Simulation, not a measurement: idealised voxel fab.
The process module that follows is named voxel gate over fins.
The cross-section on display is named cut; it measures 270 nm wide, and its cells are 5 nm squares.
If you're reading a cross-section in this doc, picture square cells in a grid; it comes to you as bands, top ones listed first down to the bottom, and a band can be one or more rows of cells. This entry defines a band. It first specifies the height of the band's top and the height of its bottom in nm, and then specifies the band's materials from left to right, stating each material with its width in nm. The word "edge to edge" identifies a single material that fills the band from edge to edge, while the word "blank" identifies empty space. Where do heights start? At 0: under that level the wafer as delivered is made of one material only. And the lowest band has no floor; it just carries on downward, as in "0 down". The two numbers in a width such as "30 to 40" mark its ends across the band: the first belongs to the top row of cells, the second to the bottom row, and from each row to the next the width moves by the same amount. No cell of the cross-section changed in a step that is given as "nothing got changed". Look at "Fully sealed cavities" for the closed voids: empty spaces with no open path to the top, sized 8 cells or up. Each is width x height at distance, distance from the left edge, all nm. On each step's line, the part that comes after the settings is the simulator's own comment on the step. A step's line can hold "overlay nm"; with a mask on that step, the setting says how far right of the planned place the mask lay, while a negative setting says it lay to the left.

### So here's the lineup of process steps we planned
step 1: RECEIVE,material Si
step 2: CONFORMAL_DEP,material SiN,thk nm 10
step 3: PATTERN,tone cover,mask id FINS,material resist,width nm 15,pitch nm 40,thk nm 20,overlay nm 0
step 4: DIRECTIONAL_ETCH,etch materials SiN,depth nm 10
step 5: DIRECTIONAL_ETCH,etch materials Si,depth nm 35
step 6: STRIP,etch materials resist
step 7: FILL_DEP,material SiO2,thk nm 15
step 8: CMP,height nm 10
step 9: SELECTIVE_ETCH,etch materials SiO2,depth nm 20
step 10: STRIP,etch materials SiN
step 11: CONFORMAL_DEP,material HfO2,thk nm 5
step 12: CONFORMAL_DEP,material TiN,thk nm 5
step 13: CONFORMAL_DEP,material TiAl,thk nm 5
step 14: CONFORMAL_DEP,material TiN,thk nm 5
step 15: FILL_DEP,material W,thk nm 10
step 16: CMP,height nm 25
step 17: CONFORMAL_DEP,material SiCN,thk nm 10

### Wafer as received: cross-section following step 1
    0 down: Si edge to edge
    Fully sealed cavities: none

### Cross-section at module end, one run error; start and plan unchanged from above
    35 to 25: SiCN edge to edge
    25 to 20: W edge to edge
    20 to 15: TiN edge to edge
    15 to 10: TiAl edge to edge
    10 to 5: TiN edge to edge
    5 to 0: HfO2 90 nm / TiN 5 nm / HfO2 35 nm / TiN 5 nm / HfO2 35 nm / TiN 5 nm / HfO2 95 nm
    0 to -5: Si 85 nm / HfO2 5 nm / TiN 5 nm / HfO2 5 nm / Si 25 nm / HfO2 5 nm / TiN 5 nm / HfO2 5 nm / Si 25 nm / HfO2 5 nm / TiN 5 nm / HfO2 5 nm / Si 90 nm
    -5 to -10: Si 85 nm / HfO2 15 nm / Si 25 nm / HfO2 15 nm / Si 25 nm / HfO2 15 nm / Si 90 nm
    -10 to -35: Si 85 nm / SiO2 15 nm / Si 25 nm / SiO2 15 nm / Si 25 nm / SiO2 15 nm / Si 90 nm
    -35 down: Si edge to edge
    Fully sealed cavities: none
Finding, execution versus plan: the process deviated at step 3: the operation and settings actually run there were PATTERN,tone open,mask id FINS,material resist,width nm 15,pitch nm 40,thk nm 20,overlay nm 0
